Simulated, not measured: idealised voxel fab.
This is a process module. Its name is voxel air gaps.
Cross-sectional view cut (width: 280 nm; square cell size: 5 nm).
This document writes a cross-section as a grid whose cells are square, and gives it as bands, listed from the top down; one or more rows of cells form a band.
Band entry format. Leading values: height of top, height of bottom, nm. Remainder: materials in left-to-right order, each with its width in nm. Special words: "everywhere" on a single material, which then fills the band edge to edge; "air", empty space.
Measure heights from 0. That's the level where, below it, the as-received wafer is all one material. The lowest band is bottomless and extends downward; write it as in "0 nm and below".
Note: "30 to 40" means the width goes from the first number (top row of the band) to the second number (bottom row) in equal steps per row of cells.
"stayed the same" -> step changed no cross-section cell.
Basically, "Enclosed void catalog" tells you about the enclosed voids: empty spaces with no open way to the top, 8 cells or bigger, each written width x height at distance, where distance is from the left edge, all in nm.
Formally, on a step line, whatever follows the settings is a remark that the simulator itself makes on the step.
Regarding "overlay nm": on a step with a mask, it is the distance the mask lay to the right of its planned place; a negative value places it to the left.
PROCESS STEPS - PLAN
1. RECEIVE, material Si
2. CONFORMAL_DEP, material SiO2, thk nm 15
3. CONFORMAL_DEP, material SiCN, thk nm 5
4. DIRECTIONAL_DEP, material lowk, thk nm 30
5. DIRECTIONAL_DEP, material aC, thk nm 15
6. PATTERN, tone open, mask id LINES, material resist, width nm 20, pitch nm 50, thk nm 30, overlay nm 0
7. DIRECTIONAL_ETCH, etch materials aC, depth nm 15
8. STRIP, etch materials resist
9. DIRECTIONAL_ETCH, etch materials lowk, depth nm 30
10. STRIP, etch materials aC
11. CONFORMAL_DEP, material TiN, thk nm 5
12. FILL_DEP, material Cu, thk nm 5
13. CMP, height nm 50
14. EPI, material Ru, thk nm 10
15. SELECTIVE_ETCH, etch materials lowk, depth nm 40
16. CONFORMAL_DEP, material SiCN, thk nm 5
INCOMING WAFER, CROSS-SECTIONAL VIEW, POST STEP 1
0 nm and below: Si everywhere
Enclosed void catalog: none
STARTING WAFER: ABOVE. PLAN: ABOVE. RUN: ONE MISTAKE. CROSS-SECTION AFTER THE MODULE: BELOW
65 nm to 60 nm: 40 of air; 200 of SiCN; 40 of air
60 nm to 50 nm: 40 of air; 5 of SiCN; 40 of Ru; 10 of SiCN; 40 of Ru; 10 of SiCN; 40 of Ru; 10 of SiCN; 40 of Ru; 5 of SiCN; 40 of air
50 nm to 45 nm: 40 of air; 15 of SiCN; 5 of TiN; 10 of Cu; 5 of TiN; 30 of SiCN; 5 of TiN; 10 of Cu; 5 of TiN; 30 of SiCN; 5 of TiN; 10 of Cu; 5 of TiN; 30 of SiCN; 5 of TiN; 10 of Cu; 5 of TiN; 15 of SiCN; 40 of air
45 nm to 25 nm: 50 of air; 5 of SiCN; 5 of TiN; 10 of Cu; 5 of TiN; 5 of SiCN; 20 of air; 5 of SiCN; 5 of TiN; 10 of Cu; 5 of TiN; 5 of SiCN; 20 of air; 5 of SiCN; 5 of TiN; 10 of Cu; 5 of TiN; 5 of SiCN; 20 of air; 5 of SiCN; 5 of TiN; 10 of Cu; 5 of TiN; 5 of SiCN; 50 of air
25 nm to 20 nm: 55 of SiCN; 20 of TiN; 30 of SiCN; 20 of TiN; 30 of SiCN; 20 of TiN; 30 of SiCN; 20 of TiN; 55 of SiCN
20 nm to 15 nm: SiCN everywhere
15 nm to 0 nm: aC everywhere
0 nm and below: Si everywhere
Enclosed void catalog: 20 x 20 at 80; 20 x 20 at 130; 20 x 20 at 180
So what did we get wrong on this run? step 2 off recipe, ran as CONFORMAL_DEP, material aC, thk nm 15
